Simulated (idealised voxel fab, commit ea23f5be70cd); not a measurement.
Module name: voxel trench capacitor (process module)
295 nm wide, 5 nm square cells: that's cross-section cut.
In this document a cross-section is written as a grid of square cells. It is given as a series of bands, listed from the top down, and a band is one or more rows of cells.
The entry gives the band's vertical extent as a top height and a bottom height in nm, then its horizontal make-up as materials from left to right, each with a width in nm. "empty" stands for empty space; a single material marked "everywhere" fills the band edge to edge.
Measure heights from 0. That's the level where, below it, the as-received wafer is all one material. The lowest band is bottomless and extends downward; write it as in "0..down".
A two-number width, for instance "30->40", indicates that the width is equal to the first number in the top row of the band and to the second number in the bottom row, and that it changes by a constant amount per row of cells.
"identical to before" for a step: no cell of the cross-section changed in that step.
Enclosed empty spaces: empty space of 8 cells or more with no open way to the top, each as width x height at its distance from the left edge, in nm
Post-settings text on a step line: simulator's own remark regarding the step.
What "overlay nm" on a step's line means: if the step has a mask, that mask lay this far to the right of its planned place, or, when the value is negative, to the left.
# Planned process steps
1: RECEIVE with material Si
2: CONFORMAL_DEP with material SiN, thk nm 5
3: DIRECTIONAL_DEP with material aC, thk nm 10
4: PATTERN with tone open, mask id TRENCH, material resist, width nm 20, pitch nm 50, thk nm 30, overlay nm 0
5: DIRECTIONAL_ETCH with etch materials aC, depth nm 10
6: STRIP with etch materials resist
7: DIRECTIONAL_ETCH with etch materials SiN, depth nm 5
8: DIRECTIONAL_ETCH with etch materials Si, depth nm 35
9: STRIP with etch materials aC
10: CONFORMAL_DEP with material SiO2, thk nm 5
11: FILL_DEP with material polySi, thk nm 10
12: CMP with height nm 5
# The first of a set of two wafers, run to plan
# This is the cross-section of the wafer as we received it, i.e. after step 1
> 0..down  Si everywhere
> Enclosed empty spaces: none
# Cross-section through the wafer, step 2 finished
> 5..0  SiN everywhere
> Note: structure below 0 unchanged.
# Cross-section through the wafer, step 3 finished
> 15..5  aC everywhere
> Note: structure below 5 unchanged.
# Cross-section through the wafer, step 4 finished
> 45..15  resist (60) / empty (20) / resist (30) / empty (20) / resist (30) / empty (20) / resist (30) / empty (20) / resist (65)
> Note: structure below 15 unchanged.
# Cross-section through the wafer, step 5 finished
> 35..15  resist (60) / empty (20) / resist (30) / empty (20) / resist (30) / empty (20) / resist (30) / empty (20) / resist (65)
> 15..5  aC (60) / empty (20) / aC (30) / empty (20) / aC (30) / empty (20) / aC (30) / empty (20) / aC (65)
> Note: structure below 5 unchanged.
# Cross-section through the wafer, step 6 finished
> 15..5  aC (60) / empty (20) / aC (30) / empty (20) / aC (30) / empty (20) / aC (30) / empty (20) / aC (65)
> Note: structure below 5 unchanged.
# Cross-section through the wafer, step 7 finished
> 15..5  aC (60) / empty (20) / aC (30) / empty (20) / aC (30) / empty (20) / aC (30) / empty (20) / aC (65)
> 5..0  SiN (60) / empty (20) / SiN (30) / empty (20) / SiN (30) / empty (20) / SiN (30) / empty (20) / SiN (65)
> Note: structure below 0 unchanged.
# Cross-section through the wafer, step 8 finished
> 15..5  aC (60) / empty (20) / aC (30) / empty (20) / aC (30) / empty (20) / aC (30) / empty (20) / aC (65)
> 5..0  SiN (60) / empty (20) / SiN (30) / empty (20) / SiN (30) / empty (20) / SiN (30) / empty (20) / SiN (65)
> 0..-35  Si (60) / empty (20) / Si (30) / empty (20) / Si (30) / empty (20) / Si (30) / empty (20) / Si (65)
> Note: structure below -35 unchanged.
# Cross-section through the wafer, step 9 finished
> 5..0  SiN (60) / empty (20) / SiN (30) / empty (20) / SiN (30) / empty (20) / SiN (30) / empty (20) / SiN (65)
> Note: structure below 0 unchanged.
# Cross-section through the wafer, step 10 finished
> 10..5  SiO2 (65) / empty (10) / SiO2 (40) / empty (10) / SiO2 (40) / empty (10) / SiO2 (40) / empty (10) / SiO2 (70)
> 5..0  SiN (60) / SiO2 (5) / empty (10) / SiO2 (5) / SiN (30) / SiO2 (5) / empty (10) / SiO2 (5) / SiN (30) / SiO2 (5) / empty (10) / SiO2 (5) / SiN (30) / SiO2 (5) / empty (10) / SiO2 (5) / SiN (65)
> 0..-30  Si (60) / SiO2 (5) / empty (10) / SiO2 (5) / Si (30) / SiO2 (5) / empty (10) / SiO2 (5) / Si (30) / SiO2 (5) / empty (10) / SiO2 (5) / Si (30) / SiO2 (5) / empty (10) / SiO2 (5) / Si (65)
> -30..-35  Si (60) / SiO2 (20) / Si (30) / SiO2 (20) / Si (30) / SiO2 (20) / Si (30) / SiO2 (20) / Si (65)
> Note: structure below -35 unchanged.
# Cross-section through the wafer, step 11 finished
> 20..10  polySi everywhere
> 10..5  SiO2 (65) / polySi (10) / SiO2 (40) / polySi (10) / SiO2 (40) / polySi (10) / SiO2 (40) / polySi (10) / SiO2 (70)
> 5..0  SiN (60) / SiO2 (5) / polySi (10) / SiO2 (5) / SiN (30) / SiO2 (5) / polySi (10) / SiO2 (5) / SiN (30) / SiO2 (5) / polySi (10) / SiO2 (5) / SiN (30) / SiO2 (5) / polySi (10) / SiO2 (5) / SiN (65)
> 0..-30  Si (60) / SiO2 (5) / polySi (10) / SiO2 (5) / Si (30) / SiO2 (5) / polySi (10) / SiO2 (5) / Si (30) / SiO2 (5) / polySi (10) / SiO2 (5) / Si (30) / SiO2 (5) / polySi (10) / SiO2 (5) / Si (65)
> Note: structure below -30 unchanged.
# Cross-section through the wafer, step 12 finished
> 5..0  SiN (60) / SiO2 (5) / polySi (10) / SiO2 (5) / SiN (30) / SiO2 (5) / polySi (10) / SiO2 (5) / SiN (30) / SiO2 (5) / polySi (10) / SiO2 (5) / SiN (30) / SiO2 (5) / polySi (10) / SiO2 (5) / SiN (65)
> Note: structure below 0 unchanged.
# Notes, second wafer: start = first wafer's, plan = first wafer's, execution had one mistake; history identical to first through step 9
# Cross-sectional representation of the second wafer at the time designated in the plan for the completion of step 10
> 10..5  aC (65) / empty (10) / aC (40) / empty (10) / aC (40) / empty (10) / aC (40) / empty (10) / aC (70)
> 5..0  SiN (60) / aC (5) / empty (10) / aC (5) / SiN (30) / aC (5) / empty (10) / aC (5) / SiN (30) / aC (5) / empty (10) / aC (5) / SiN (30) / aC (5) / empty (10) / aC (5) / SiN (65)
> 0..-30  Si (60) / aC (5) / empty (10) / aC (5) / Si (30) / aC (5) / empty (10) / aC (5) / Si (30) / aC (5) / empty (10) / aC (5) / Si (30) / aC (5) / empty (10) / aC (5) / Si (65)
> -30..-35  Si (60) / aC (20) / Si (30) / aC (20) / Si (30) / aC (20) / Si (30) / aC (20) / Si (65)
> Note: structure below -35 unchanged.
# Cross-sectional representation of the second wafer at the time designated in the plan for the completion of step 11
> 20..10  polySi everywhere
> 10..5  aC (65) / polySi (10) / aC (40) / polySi (10) / aC (40) / polySi (10) / aC (40) / polySi (10) / aC (70)
> 5..0  SiN (60) / aC (5) / polySi (10) / aC (5) / SiN (30) / aC (5) / polySi (10) / aC (5) / SiN (30) / aC (5) / polySi (10) / aC (5) / SiN (30) / aC (5) / polySi (10) / aC (5) / SiN (65)
> 0..-30  Si (60) / aC (5) / polySi (10) / aC (5) / Si (30) / aC (5) / polySi (10) / aC (5) / Si (30) / aC (5) / polySi (10) / aC (5) / Si (30) / aC (5) / polySi (10) / aC (5) / Si (65)
> Note: structure below -30 unchanged.
# Cross-sectional representation of the second wafer at the time designated in the plan for the completion of step 12
> 5..0  SiN (60) / aC (5) / polySi (10) / aC (5) / SiN (30) / aC (5) / polySi (10) / aC (5) / SiN (30) / aC (5) / polySi (10) / aC (5) / SiN (30) / aC (5) / polySi (10) / aC (5) / SiN (65)
> Note: structure below 0 unchanged.
Plan not followed: step 10: run off-plan, actual operation and settings CONFORMAL_DEP with material aC, thk nm 5
Final wafer comparison in cells, second versus first, more or fewer per material: 72 fewer of SiO2, 72 more of aC
